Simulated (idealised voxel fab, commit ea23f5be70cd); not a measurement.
This section sets out a process module, namely voxel ribs on slabs.
Cross-section cut: width 165 nm, square cells of 5 nm.
We lay out every cross-section as a grid of square cells and spell it out in bands from the top down, where one band means one or more rows of cells.
Band: top height; bottom height; in nm. Then, left to right: material with width in nm, for each material. "full width": a single material spanning edge to edge. "blank": empty space.
Counting heights begins at 0, where everything beneath is, in the wafer as received, one material. The lowest band has no bottom; it goes on downwards, as "top 0, no bottom" shows.
Top row gets the first number, bottom row gets the second, and each row in between changes by the same step: that is how a band width like "30..40" works.
"nothing changed" -> step changed no cross-section cell.
The label "Sealed internal cavities" introduces a list of the empty spaces, 8 cells or larger, that have no open way up to the top; each entry in it reads width x height at distance, where the distance is taken from the left edge and all three are stated in nm.
Past the settings on a step's line: simulator remark, on that step.
"overlay nm" answers the question of how far to the right of plan the mask lay on a step that has a mask, and when it is negative the answer is to the left.

Process steps (planned)
1 RECEIVE | material Si
2 DIRECTIONAL_DEP | material SiO2 | thk nm 30
3 DIRECTIONAL_DEP | material polySi | thk nm 20
4 MASKED_ETCH | tone cover | mask id RIB | width nm 30 | etch materials polySi | depth nm 15 | overlay nm 0
5 MASKED_ETCH | tone cover | mask id SLAB | width nm 70 | etch materials polySi | depth nm 5 | overlay nm 0
6 FILL_DEP | material SiO2 | thk nm 20
7 CMP | height nm 60
8 DIRECTIONAL_DEP | material W | thk nm 5
9 PATTERN | tone cover | mask id HEATER | material resist | width nm 40 | thk nm 20 | overlay nm 0
10 DIRECTIONAL_ETCH | etch materials W | depth nm 5
11 STRIP | etch materials resist
12 CONFORMAL_DEP | material SiO2 | thk nm 5

Wafer as received: cross-section following step 1
	top 0, no bottom | Si full width
	Sealed internal cavities: none

Starting structure and process plan are as shown above, but one mistake was made in running the module; the wafer cross-section at the end of the module follows
	top 70, bottom 65 | blank=55, then W=50, then blank=60
	top 65, bottom 60 | W full width
	top 60, bottom 50 | SiO2 full width
	top 50, bottom 35 | SiO2=65, then polySi=30, then SiO2=70
	top 35, bottom 30 | SiO2=45, then polySi=70, then SiO2=50
	top 30, bottom 0 | SiO2 full width
	top 0, no bottom | Si full width
	Sealed internal cavities: none
Here's what went sideways: heads up, step 12 didn't go per plan, it actually ran as CONFORMAL_DEP | material W | thk nm 5
